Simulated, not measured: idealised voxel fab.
The following process module bears the name voxel capacitor over wiring.
165 nm wide, 5 nm square cells: that's cross-section cut.
The cross-sections in this document take the form of a grid made of square cells. They are written out as bands, in order from top to bottom. Each band consists of one or more rows of cells.
Band: top height; bottom height; in nm. Then, left to right: material with width in nm, for each material. "edge to edge": a single material spanning edge to edge. "air": empty space.
We count height from 0. Below that, the starting wafer is all one material. The lowest band never ends at the bottom but goes on down; see "0..down" for how that is written.
When a width is written as two numbers, as in "30->40", the first number is the width in the top row of cells of the band and the second is the width in its bottom row, and the width changes by the same amount from each row to the next.
Given "nothing was modified" for a step, no cell of the cross-section differs between before and after that step.
So "Voids lacking openings" is basically the list of trapped voids: any empty space of 8 cells or more that can't reach the top through an opening. They're written width x height at distance, the distance being from the left edge, and it's all nm.
Anything after a step's settings on that line? It's the simulator's own note about the step.
"overlay nm" on a masked step: distance the mask lay right of its planned place, negative for left.

These are the steps we planned for the process
1. RECEIVE,material Si
2. CONFORMAL_DEP,material SiO2,thk nm 10
3. DIRECTIONAL_DEP,material TiN,thk nm 5
4. DIRECTIONAL_DEP,material W,thk nm 15
5. MASKED_ETCH,tone cover,mask id METAL_1,width nm 30,pitch nm 95,etch materials W,depth nm 15,overlay nm 0
6. MASKED_ETCH,tone cover,mask id METAL_1,width nm 30,pitch nm 95,etch materials TiN,depth nm 5,overlay nm 0
7. FILL_DEP,material lowk,thk nm 10
8. CMP,height nm 30
9. CONFORMAL_DEP,material SiCN,thk nm 5
10. DIRECTIONAL_DEP,material SiO2,thk nm 20
11. PATTERN,tone open,mask id PLUG_1,material resist,width nm 15,thk nm 15,overlay nm 0
12. DIRECTIONAL_ETCH,etch materials SiO2,depth nm 20
13. DIRECTIONAL_ETCH,etch materials SiCN,depth nm 5
14. STRIP,etch materials resist
15. CONFORMAL_DEP,material TiN,thk nm 5
16. FILL_DEP,material W,thk nm 5
17. CMP,height nm 55
18. DIRECTIONAL_DEP,material TiN,thk nm 10
19. DIRECTIONAL_DEP,material SiN,thk nm 5
20. DIRECTIONAL_DEP,material TiN,thk nm 5
21. DIRECTIONAL_DEP,material aC,thk nm 10
22. PATTERN,tone cover,mask id UPPER_PLATE,material resist,width nm 70,thk nm 30,overlay nm 0
23. DIRECTIONAL_ETCH,etch materials aC,depth nm 10
24. STRIP,etch materials resist
25. DIRECTIONAL_ETCH,etch materials TiN,depth nm 5
26. DIRECTIONAL_ETCH,etch materials SiN,depth nm 5
27. STRIP,etch materials aC
28. PATTERN,tone cover,mask id LOWER_PLATE,material resist,width nm 80,thk nm 15,overlay nm 0
29. DIRECTIONAL_ETCH,etch materials TiN,depth nm 10
30. STRIP,etch materials resist
31. FILL_DEP,material SiO2,thk nm 20
32. CMP,height nm 90
33. MASKED_ETCH,tone open,mask id PLUG_2,width nm 15,etch materials SiO2,depth nm 15,overlay nm 0
34. CONFORMAL_DEP,material TiN,thk nm 5
35. FILL_DEP,material Ru,thk nm 5
36. CMP,height nm 90
37. CONFORMAL_DEP,material SiN,thk nm 5

First of two wafers, processed according to plan

Delivered wafer in cross-section: state after step 1
  0..down | Si edge to edge
  Voids lacking openings: none

Step 2 complete: cross-section through the wafer
  10..0 | SiO2 edge to edge
  Anything lower than 0 is untouched.

Step 3 complete: cross-section through the wafer
  15..10 | TiN edge to edge
  Anything lower than 10 is untouched.

Step 4 complete: cross-section through the wafer
  30..15 | W edge to edge
  Anything lower than 15 is untouched.

Step 5 complete: cross-section through the wafer
  30..15 | 20 air  30 W  65 air  30 W  20 air
  Anything lower than 15 is untouched.

Step 6 complete: cross-section through the wafer
  30..15 | 20 air  30 W  65 air  30 W  20 air
  15..10 | 20 air  30 TiN  65 air  30 TiN  20 air
  Anything lower than 10 is untouched.

Step 7 complete: cross-section through the wafer
  40..30 | lowk edge to edge
  30..15 | 20 lowk  30 W  65 lowk  30 W  20 lowk
  15..10 | 20 lowk  30 TiN  65 lowk  30 TiN  20 lowk
  Anything lower than 10 is untouched.

Step 8 complete: cross-section through the wafer
  30..15 | 20 lowk  30 W  65 lowk  30 W  20 lowk
  Anything lower than 15 is untouched.

Step 9 complete: cross-section through the wafer
  35..30 | SiCN edge to edge
  Anything lower than 30 is untouched.

Step 10 complete: cross-section through the wafer
  55..35 | SiO2 edge to edge
  Anything lower than 35 is untouched.

Step 11 complete: cross-section through the wafer
  70..55 | 35 resist  15 air  115 resist
  Anything lower than 55 is untouched.

Step 12 complete: cross-section through the wafer
  70..55 | 35 resist  15 air  115 resist
  55..35 | 35 SiO2  15 air  115 SiO2
  Anything lower than 35 is untouched.

Step 13 complete: cross-section through the wafer
  70..55 | 35 resist  15 air  115 resist
  55..35 | 35 SiO2  15 air  115 SiO2
  35..30 | 35 SiCN  15 air  115 SiCN
  Anything lower than 30 is untouched.

Step 14 complete: cross-section through the wafer
  55..35 | 35 SiO2  15 air  115 SiO2
  Anything lower than 35 is untouched.

Step 15 complete: cross-section through the wafer
  60..55 | 40 TiN  5 air  120 TiN
  55..35 | 35 SiO2  5 TiN  5 air  5 TiN  115 SiO2
  35..30 | 35 SiCN  15 TiN  115 SiCN
  Anything lower than 30 is untouched.

Step 16 complete: cross-section through the wafer
  65..60 | W edge to edge
  60..55 | 40 TiN  5 W  120 TiN
  55..35 | 35 SiO2  5 TiN  5 W  5 TiN  115 SiO2
  Anything lower than 35 is untouched.

Step 17 complete: cross-section through the wafer
  55..35 | 35 SiO2  5 TiN  5 W  5 TiN  115 SiO2
  Anything lower than 35 is untouched.

Step 18 complete: cross-section through the wafer
  65..55 | TiN edge to edge
  Anything lower than 55 is untouched.

Step 19 complete: cross-section through the wafer
  70..65 | SiN edge to edge
  Anything lower than 65 is untouched.

Step 20 complete: cross-section through the wafer
  75..70 | TiN edge to edge
  Anything lower than 70 is untouched.

Step 21 complete: cross-section through the wafer
  85..75 | aC edge to edge
  Anything lower than 75 is untouched.

Step 22 complete: cross-section through the wafer
  115..85 | 35 air  70 resist  60 air
  Anything lower than 85 is untouched.

Step 23 complete: cross-section through the wafer
  105..85 | 35 air  70 resist  60 air
  85..75 | 35 air  70 aC  60 air
  Anything lower than 75 is untouched.

Step 24 complete: cross-section through the wafer
  85..75 | 35 air  70 aC  60 air
  Anything lower than 75 is untouched.

Step 25 complete: cross-section through the wafer
  85..75 | 35 air  70 aC  60 air
  75..70 | 35 air  70 TiN  60 air
  Anything lower than 70 is untouched.

Step 26 complete: cross-section through the wafer
  85..75 | 35 air  70 aC  60 air
  75..70 | 35 air  70 TiN  60 air
  70..65 | 35 air  70 SiN  60 air
  Anything lower than 65 is untouched.

Step 27 complete: cross-section through the wafer
  75..70 | 35 air  70 TiN  60 air
  Anything lower than 70 is untouched.

Step 28 complete: cross-section through the wafer
  90..75 | 30 air  80 resist  55 air
  75..70 | 30 air  5 resist  70 TiN  5 resist  55 air
  70..65 | 30 air  5 resist  70 SiN  5 resist  55 air
  Anything lower than 65 is untouched.

Step 29 complete: cross-section through the wafer
  90..75 | 30 air  80 resist  55 air
  75..70 | 30 air  5 resist  70 TiN  5 resist  55 air
  70..65 | 30 air  5 resist  70 SiN  5 resist  55 air
  65..55 | 30 air  80 TiN  55 air
  Anything lower than 55 is untouched.

Step 30 complete: cross-section through the wafer
  75..70 | 35 air  70 TiN  60 air
  70..65 | 35 air  70 SiN  60 air
  Anything lower than 65 is untouched.

Step 31 complete: cross-section through the wafer
  95..75 | SiO2 edge to edge
  75..70 | 35 SiO2  70 TiN  60 SiO2
  70..65 | 35 SiO2  70 SiN  60 SiO2
  65..55 | 30 SiO2  80 TiN  55 SiO2
  Anything lower than 55 is untouched.

Step 32 complete: cross-section through the wafer
  90..75 | SiO2 edge to edge
  Anything lower than 75 is untouched.

Step 33 complete: cross-section through the wafer
  90..75 | 45 SiO2  15 air  105 SiO2
  Anything lower than 75 is untouched.

Step 34 complete: cross-section through the wafer
  95..90 | 50 TiN  5 air  110 TiN
  90..80 | 45 SiO2  5 TiN  5 air  5 TiN  105 SiO2
  80..70 | 45->35 SiO2  15->70 TiN  105->60 SiO2
  Anything lower than 70 is untouched.

Step 35 complete: cross-section through the wafer
  100..95 | Ru edge to edge
  95..90 | 50 TiN  5 Ru  110 TiN
  90..80 | 45 SiO2  5 TiN  5 Ru  5 TiN  105 SiO2
  Anything lower than 80 is untouched.

Step 36 complete: cross-section through the wafer
  90..80 | 45 SiO2  5 TiN  5 Ru  5 TiN  105 SiO2
  Anything lower than 80 is untouched.

Step 37 complete: cross-section through the wafer
  95..90 | SiN edge to edge
  Anything lower than 90 is untouched.

Second wafer, same starting state and plan as the first, one mistake in the run, identical through step 1

Second wafer cross-section, taken as of the time the plan sets for step 2 to be done
  5..0 | TiN edge to edge
  Anything lower than 0 is untouched.

Second wafer cross-section, taken as of the time the plan sets for step 3 to be done
  15..5 | SiO2 edge to edge
  Anything lower than 5 is untouched.

Second wafer cross-section, taken as of the time the plan sets for step 4 to be done
  30..15 | W edge to edge
  Anything lower than 15 is untouched.

Second wafer cross-section, taken as of the time the plan sets for step 5 to be done
  30..15 | 20 air  30 W  65 air  30 W  20 air
  Anything lower than 15 is untouched.

Second wafer cross-section, taken as of the time the plan sets for step 6 to be done: nothing was modified

Second wafer cross-section, taken as of the time the plan sets for step 7 to be done
  40..30 | lowk edge to edge
  30..15 | 20 lowk  30 W  65 lowk  30 W  20 lowk
  Anything lower than 15 is untouched.

Second wafer cross-section, taken as of the time the plan sets for step 8 to be done
  30..15 | 20 lowk  30 W  65 lowk  30 W  20 lowk
  Anything lower than 15 is untouched.

Second wafer cross-section, taken as of the time the plan sets for step 9 to be done
  35..30 | SiCN edge to edge
  Anything lower than 30 is untouched.

Second wafer cross-section, taken as of the time the plan sets for step 10 to be done
  55..35 | SiO2 edge to edge
  Anything lower than 35 is untouched.

Second wafer cross-section, taken as of the time the plan sets for step 11 to be done
  70..55 | 35 resist  15 air  115 resist
  Anything lower than 55 is untouched.

Second wafer cross-section, taken as of the time the plan sets for step 12 to be done
  70..55 | 35 resist  15 air  115 resist
  55..35 | 35 SiO2  15 air  115 SiO2
  Anything lower than 35 is untouched.

Second wafer cross-section, taken as of the time the plan sets for step 13 to be done
  70..55 | 35 resist  15 air  115 resist
  55..35 | 35 SiO2  15 air  115 SiO2
  35..30 | 35 SiCN  15 air  115 SiCN
  Anything lower than 30 is untouched.

Second wafer cross-section, taken as of the time the plan sets for step 14 to be done
  55..35 | 35 SiO2  15 air  115 SiO2
  Anything lower than 35 is untouched.

Second wafer cross-section, taken as of the time the plan sets for step 15 to be done
  60..55 | 40 TiN  5 air  120 TiN
  55..35 | 35 SiO2  5 TiN  5 air  5 TiN  115 SiO2
  35..30 | 35 SiCN  15 TiN  115 SiCN
  Anything lower than 30 is untouched.

Second wafer cross-section, taken as of the time the plan sets for step 16 to be done
  65..60 | W edge to edge
  60..55 | 40 TiN  5 W  120 TiN
  55..35 | 35 SiO2  5 TiN  5 W  5 TiN  115 SiO2
  Anything lower than 35 is untouched.

Second wafer cross-section, taken as of the time the plan sets for step 17 to be done
  55..35 | 35 SiO2  5 TiN  5 W  5 TiN  115 SiO2
  Anything lower than 35 is untouched.

Second wafer cross-section, taken as of the time the plan sets for step 18 to be done
  65..55 | TiN edge to edge
  Anything lower than 55 is untouched.

Second wafer cross-section, taken as of the time the plan sets for step 19 to be done
  70..65 | SiN edge to edge
  Anything lower than 65 is untouched.

Second wafer cross-section, taken as of the time the plan sets for step 20 to be done
  75..70 | TiN edge to edge
  Anything lower than 70 is untouched.

Second wafer cross-section, taken as of the time the plan sets for step 21 to be done
  85..75 | aC edge to edge
  Anything lower than 75 is untouched.

Second wafer cross-section, taken as of the time the plan sets for step 22 to be done
  115..85 | 35 air  70 resist  60 air
  Anything lower than 85 is untouched.

Second wafer cross-section, taken as of the time the plan sets for step 23 to be done
  105..85 | 35 air  70 resist  60 air
  85..75 | 35 air  70 aC  60 air
  Anything lower than 75 is untouched.

Second wafer cross-section, taken as of the time the plan sets for step 24 to be done
  85..75 | 35 air  70 aC  60 air
  Anything lower than 75 is untouched.

Second wafer cross-section, taken as of the time the plan sets for step 25 to be done
  85..75 | 35 air  70 aC  60 air
  75..70 | 35 air  70 TiN  60 air
  Anything lower than 70 is untouched.

Second wafer cross-section, taken as of the time the plan sets for step 26 to be done
  85..75 | 35 air  70 aC  60 air
  75..70 | 35 air  70 TiN  60 air
  70..65 | 35 air  70 SiN  60 air
  Anything lower than 65 is untouched.

Second wafer cross-section, taken as of the time the plan sets for step 27 to be done
  75..70 | 35 air  70 TiN  60 air
  Anything lower than 70 is untouched.

Second wafer cross-section, taken as of the time the plan sets for step 28 to be done
  90..75 | 30 air  80 resist  55 air
  75..70 | 30 air  5 resist  70 TiN  5 resist  55 air
  70..65 | 30 air  5 resist  70 SiN  5 resist  55 air
  Anything lower than 65 is untouched.

Second wafer cross-section, taken as of the time the plan sets for step 29 to be done
  90..75 | 30 air  80 resist  55 air
  75..70 | 30 air  5 resist  70 TiN  5 resist  55 air
  70..65 | 30 air  5 resist  70 SiN  5 resist  55 air
  65..55 | 30 air  80 TiN  55 air
  Anything lower than 55 is untouched.

Second wafer cross-section, taken as of the time the plan sets for step 30 to be done
  75..70 | 35 air  70 TiN  60 air
  70..65 | 35 air  70 SiN  60 air
  Anything lower than 65 is untouched.

Second wafer cross-section, taken as of the time the plan sets for step 31 to be done
  95..75 | SiO2 edge to edge
  75..70 | 35 SiO2  70 TiN  60 SiO2
  70..65 | 35 SiO2  70 SiN  60 SiO2
  65..55 | 30 SiO2  80 TiN  55 SiO2
  Anything lower than 55 is untouched.

Second wafer cross-section, taken as of the time the plan sets for step 32 to be done
  90..75 | SiO2 edge to edge
  Anything lower than 75 is untouched.

Second wafer cross-section, taken as of the time the plan sets for step 33 to be done
  90..75 | 45 SiO2  15 air  105 SiO2
  Anything lower than 75 is untouched.

Second wafer cross-section, taken as of the time the plan sets for step 34 to be done
  95..90 | 50 TiN  5 air  110 TiN
  90..80 | 45 SiO2  5 TiN  5 air  5 TiN  105 SiO2
  80..70 | 45->35 SiO2  15->70 TiN  105->60 SiO2
  Anything lower than 70 is untouched.

Second wafer cross-section, taken as of the time the plan sets for step 35 to be done
  100..95 | Ru edge to edge
  95..90 | 50 TiN  5 Ru  110 TiN
  90..80 | 45 SiO2  5 TiN  5 Ru  5 TiN  105 SiO2
  Anything lower than 80 is untouched.

Second wafer cross-section, taken as of the time the plan sets for step 36 to be done
  90..80 | 45 SiO2  5 TiN  5 Ru  5 TiN  105 SiO2
  Anything lower than 80 is untouched.

Second wafer cross-section, taken as of the time the plan sets for step 37 to be done
  95..90 | SiN edge to edge
  Anything lower than 90 is untouched.
Run error: the executed order of steps 2 and 3 is the reverse of that specified in the plan, each step having taken the other's position
Wrapping up, a cell-based count of both wafers puts the second over or under the first for these materials: 21 more of TiN, 21 fewer of lowk
